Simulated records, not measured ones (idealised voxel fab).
Documented hereafter: the process module known as voxel spacer lines.
Pictured: cross-section cut, 235 nm wide, on a grid of 5 nm square cells.
When this document writes out a cross-section, it uses a grid of square cells and lists it as bands, beginning at the top and moving down, with a band standing for one or more rows of cells. First you get the band's top height and its bottom height, in nm, and then the materials it's made of, left to right, with each width in nm. If you see a single material with "edge to edge", that one covers the band edge to edge. "empty" is empty space. The reference from which all heights are counted is 0, the level beneath which the as-received wafer is entirely one material; the lowest band, having no lower bound, proceeds downward and is written after the example "0 and below". The expression "30 to 40" gives the width at the extremes of the band, the first number at its top row of cells and the second at its bottom row, with the width changing by equal amounts from each row to the next in between. Step marked "identical to before"? Then no cell in the cross-section changed in it. Cavities, closed: empty space of 8 cells or more with no open way to the top, each as width x height at its distance from the left edge, in nm. after a step's settings: what the simulator itself notes on the step. If you see "overlay nm" on a step's line and that step has a mask, it's telling you how far right of where it was planned the mask ended up; a negative number means it went left instead.

# Listed below are the process steps as planned
1: RECEIVE (material Si)
2: CONFORMAL_DEP (material Al2O3; thk nm 5)
3: DIRECTIONAL_DEP (material W; thk nm 10)
4: DIRECTIONAL_DEP (material aC; thk nm 25)
5: PATTERN (tone cover; mask id MANDREL; material resist; width nm 15; pitch nm 60; thk nm 35; overlay nm 0)
6: DIRECTIONAL_ETCH (etch materials aC; depth nm 25)
7: STRIP (etch materials resist)
8: CONFORMAL_DEP (material SiO2; thk nm 15)
9: DIRECTIONAL_ETCH (etch materials SiO2; depth nm 15)
10: STRIP (etch materials aC)
11: DIRECTIONAL_ETCH (etch materials W; depth nm 10)
12: STRIP (etch materials SiO2)
13: FILL_DEP (material lowk; thk nm 10)
14: CMP (height nm 15)

# as received, after step 1
0 and below | Si edge to edge
Cavities, closed: none

# First of two wafers: cross-section at end of module, run per plan
15 down to 5 | lowk=35 | W=15 | lowk=15 | W=15 | lowk=15 | W=15 | lowk=15 | W=15 | lowk=15 | W=15 | lowk=15 | W=15 | lowk=35
5 down to 0 | Al2O3 edge to edge
0 and below | Si edge to edge
Cavities, closed: none

# This cross-section belongs to the second wafer of two at the end of the module; the start and the plan were shared with the first, and the run included one mistake
15 down to 5 | aC edge to edge
5 down to 0 | Al2O3 edge to edge
0 and below | Si edge to edge
Cavities, closed: none
Want to know what went wrong? steps 3 and 4 got flipped, so each one ran where the other should have
End check, counted in cells, second wafer has more or fewer of these materials than the first: -36 W; +94 aC; -58 lowk
